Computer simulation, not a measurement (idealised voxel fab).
This section sets out a process module, namely voxel self aligned contacts.
This is section cut - it's 185 nm across, gridded in 5 nm square cells.
Cross-sections here: square-cell grids, written as top-down lists of bands, a band being one or more rows of cells.
Read a band's entry like this: the first values are the height of its top and the height of its bottom in nm, and what follows is the sequence of materials from left to right, each with its width in nm. Note that "blank" is empty space, and that a single material marked "all across" reaches across the band from edge to edge.
It should be noted that heights are counted from 0, beneath which the wafer as supplied is of one material throughout, and that the lowest band possesses no lower boundary but continues downward, as written in "0..down".
A width given as "30 to 40" starts at the first number in the band's top row and ends at the second number in its bottom row, shifting by an equal amount at every step from row to row.
You'll sometimes find "stayed the same" written for a step, and that's the way of saying that nowhere in the cross-section did a cell change during that step.
If an empty space has no open way to the top and is at least 8 cells in size, "Voids, sealed" lists it, written width x height at distance, where distance is measured from the left edge and every value is in nm.
Where a step's line continues beyond its settings, the continuation is a remark by the simulator itself on that step.
overlay nm: how far to the right of its planned place the mask lay on this masked step (negative: to the left).

Planned step list for the process
1) RECEIVE: material Si
2) OXIDIZE: depth nm 5
3) DIRECTIONAL_DEP: material polySi, thk nm 25
4) DIRECTIONAL_DEP: material SiN, thk nm 20
5) MASKED_ETCH: tone cover, mask id GATE, width nm 35, pitch nm 80, etch materials SiN, depth nm 20, overlay nm 0
6) MASKED_ETCH: tone cover, mask id GATE, width nm 35, pitch nm 80, etch materials polySi, depth nm 25, overlay nm 0
7) CONFORMAL_DEP: material SiN, thk nm 10
8) DIRECTIONAL_ETCH: etch materials SiN, depth nm 10
9) FILL_DEP: material SiO2, thk nm 20
10) CMP: height nm 55
11) PATTERN: tone open, mask id CONTACT, material resist, width nm 55, thk nm 15, overlay nm 0
12) DIRECTIONAL_ETCH: etch materials SiO2, depth nm 60
13) STRIP: etch materials resist
14) CONFORMAL_DEP: material TiN, thk nm 5
15) FILL_DEP: material Ru, thk nm 10
16) CMP: height nm 55
17) CONFORMAL_DEP: material SiCN, thk nm 5

First of two wafers, processed according to plan

So this is the incoming wafer in cross-section - it's already been through step 1
- 0..down | Si all across
- Voids, sealed: none

Sectional view: wafer, after step 2
- 0..-5 | SiO2 all across
- Whatever lies below -5 is exactly as it was before.

Sectional view: wafer, after step 3
- 25..0 | polySi all across
- Whatever lies below 0 is exactly as it was before.

Sectional view: wafer, after step 4
- 45..25 | SiN all across
- Whatever lies below 25 is exactly as it was before.

Sectional view: wafer, after step 5
- 45..25 | 35 nm blank / 35 nm SiN / 45 nm blank / 35 nm SiN / 35 nm blank
- Whatever lies below 25 is exactly as it was before.

Sectional view: wafer, after step 6
- 45..25 | 35 nm blank / 35 nm SiN / 45 nm blank / 35 nm SiN / 35 nm blank
- 25..0 | 35 nm blank / 35 nm polySi / 45 nm blank / 35 nm polySi / 35 nm blank
- Whatever lies below 0 is exactly as it was before.

Sectional view: wafer, after step 7
- 55..25 | 25 nm blank / 55 nm SiN / 25 nm blank / 55 nm SiN / 25 nm blank
- 25..10 | 25 nm blank / 10 nm SiN / 35 nm polySi / 10 nm SiN / 25 nm blank / 10 nm SiN / 35 nm polySi / 10 nm SiN / 25 nm blank
- 10..0 | 35 nm SiN / 35 nm polySi / 45 nm SiN / 35 nm polySi / 35 nm SiN
- Whatever lies below 0 is exactly as it was before.

Sectional view: wafer, after step 8
- 45..25 | 25 nm blank / 55 nm SiN / 25 nm blank / 55 nm SiN / 25 nm blank
- 25..0 | 25 nm blank / 10 nm SiN / 35 nm polySi / 10 nm SiN / 25 nm blank / 10 nm SiN / 35 nm polySi / 10 nm SiN / 25 nm blank
- Whatever lies below 0 is exactly as it was before.

Sectional view: wafer, after step 9
- 65..45 | SiO2 all across
- 45..25 | 25 nm SiO2 / 55 nm SiN / 25 nm SiO2 / 55 nm SiN / 25 nm SiO2
- 25..0 | 25 nm SiO2 / 10 nm SiN / 35 nm polySi / 10 nm SiN / 25 nm SiO2 / 10 nm SiN / 35 nm polySi / 10 nm SiN / 25 nm SiO2
- Whatever lies below 0 is exactly as it was before.

Sectional view: wafer, after step 10
- 55..45 | SiO2 all across
- Whatever lies below 45 is exactly as it was before.

Sectional view: wafer, after step 11
- 70..55 | 65 nm resist / 55 nm blank / 65 nm resist
- Whatever lies below 55 is exactly as it was before.

Sectional view: wafer, after step 12
- 70..55 | 65 nm resist / 55 nm blank / 65 nm resist
- 55..45 | 65 nm SiO2 / 55 nm blank / 65 nm SiO2
- 45..25 | 25 nm SiO2 / 55 nm SiN / 25 nm blank / 55 nm SiN / 25 nm SiO2
- 25..0 | 25 nm SiO2 / 10 nm SiN / 35 nm polySi / 10 nm SiN / 25 nm blank / 10 nm SiN / 35 nm polySi / 10 nm SiN / 25 nm SiO2
- 0..-5 | 80 nm SiO2 / 25 nm blank / 80 nm SiO2
- Whatever lies below -5 is exactly as it was before.

Sectional view: wafer, after step 13
- 55..45 | 65 nm SiO2 / 55 nm blank / 65 nm SiO2
- Whatever lies below 45 is exactly as it was before.

Sectional view: wafer, after step 14
- 60..55 | 70 nm TiN / 45 nm blank / 70 nm TiN
- 55..45 | 65 nm SiO2 / 5 to 20 nm TiN / 45 to 15 nm blank / 5 to 20 nm TiN / 65 nm SiO2
- 45..25 | 25 nm SiO2 / 55 nm SiN / 5 nm TiN / 15 nm blank / 5 nm TiN / 55 nm SiN / 25 nm SiO2
- 25..0 | 25 nm SiO2 / 10 nm SiN / 35 nm polySi / 10 nm SiN / 5 nm TiN / 15 nm blank / 5 nm TiN / 10 nm SiN / 35 nm polySi / 10 nm SiN / 25 nm SiO2
- 0..-5 | 80 nm SiO2 / 25 nm TiN / 80 nm SiO2
- Whatever lies below -5 is exactly as it was before.

Sectional view: wafer, after step 15
- 70..60 | Ru all across
- 60..55 | 70 nm TiN / 45 nm Ru / 70 nm TiN
- 55..45 | 65 nm SiO2 / 5 to 20 nm TiN / 45 to 15 nm Ru / 5 to 20 nm TiN / 65 nm SiO2
- 45..25 | 25 nm SiO2 / 55 nm SiN / 5 nm TiN / 15 nm Ru / 5 nm TiN / 55 nm SiN / 25 nm SiO2
- 25..0 | 25 nm SiO2 / 10 nm SiN / 35 nm polySi / 10 nm SiN / 5 nm TiN / 15 nm Ru / 5 nm TiN / 10 nm SiN / 35 nm polySi / 10 nm SiN / 25 nm SiO2
- Whatever lies below 0 is exactly as it was before.

Sectional view: wafer, after step 16
- 55..45 | 65 nm SiO2 / 5 to 20 nm TiN / 45 to 15 nm Ru / 5 to 20 nm TiN / 65 nm SiO2
- Whatever lies below 45 is exactly as it was before.

Sectional view: wafer, after step 17
- 60..55 | SiCN all across
- Whatever lies below 55 is exactly as it was before.

Wafer two of the pair: same origin, same plan, one error during the run; identical to wafer one up to and including step 10

Second wafer, cut view, end of step 11 per plan
- 70..55 | 65 nm resist / 60 nm blank / 60 nm resist
- Whatever lies below 55 is exactly as it was before.

Second wafer, cut view, end of step 12 per plan
- 70..55 | 65 nm resist / 60 nm blank / 60 nm resist
- 55..45 | 65 nm SiO2 / 60 nm blank / 60 nm SiO2
- 45..25 | 25 nm SiO2 / 55 nm SiN / 25 nm blank / 55 nm SiN / 25 nm SiO2
- 25..0 | 25 nm SiO2 / 10 nm SiN / 35 nm polySi / 10 nm SiN / 25 nm blank / 10 nm SiN / 35 nm polySi / 10 nm SiN / 25 nm SiO2
- 0..-5 | 80 nm SiO2 / 25 nm blank / 80 nm SiO2
- Whatever lies below -5 is exactly as it was before.

Second wafer, cut view, end of step 13 per plan
- 55..45 | 65 nm SiO2 / 60 nm blank / 60 nm SiO2
- Whatever lies below 45 is exactly as it was before.

Second wafer, cut view, end of step 14 per plan
- 60..55 | 70 nm TiN / 50 nm blank / 65 nm TiN
- 55..45 | 65 nm SiO2 / 5 to 20 nm TiN / 50 to 15 nm blank / 5 to 25 nm TiN / 60 nm SiO2
- 45..25 | 25 nm SiO2 / 55 nm SiN / 5 nm TiN / 15 nm blank / 5 nm TiN / 55 nm SiN / 25 nm SiO2
- 25..0 | 25 nm SiO2 / 10 nm SiN / 35 nm polySi / 10 nm SiN / 5 nm TiN / 15 nm blank / 5 nm TiN / 10 nm SiN / 35 nm polySi / 10 nm SiN / 25 nm SiO2
- 0..-5 | 80 nm SiO2 / 25 nm TiN / 80 nm SiO2
- Whatever lies below -5 is exactly as it was before.

Second wafer, cut view, end of step 15 per plan
- 70..60 | Ru all across
- 60..55 | 70 nm TiN / 50 nm Ru / 65 nm TiN
- 55..45 | 65 nm SiO2 / 5 to 20 nm TiN / 50 to 15 nm Ru / 5 to 25 nm TiN / 60 nm SiO2
- 45..25 | 25 nm SiO2 / 55 nm SiN / 5 nm TiN / 15 nm Ru / 5 nm TiN / 55 nm SiN / 25 nm SiO2
- 25..0 | 25 nm SiO2 / 10 nm SiN / 35 nm polySi / 10 nm SiN / 5 nm TiN / 15 nm Ru / 5 nm TiN / 10 nm SiN / 35 nm polySi / 10 nm SiN / 25 nm SiO2
- Whatever lies below 0 is exactly as it was before.

Second wafer, cut view, end of step 16 per plan
- 55..45 | 65 nm SiO2 / 5 to 20 nm TiN / 50 to 15 nm Ru / 5 to 25 nm TiN / 60 nm SiO2
- Whatever lies below 45 is exactly as it was before.

Second wafer, cut view, end of step 17 per plan
- 60..55 | SiCN all across
- Whatever lies below 55 is exactly as it was before.
Error vs. plan: step 11 was processed under conditions differing from the plan, specifically as PATTERN: tone open, mask id CONTACT, material resist, width nm 60, thk nm 15, overlay nm 0
Final wafer comparison in cells, second versus first, more or fewer per material: Ru +1; SiO2 -2; TiN +1
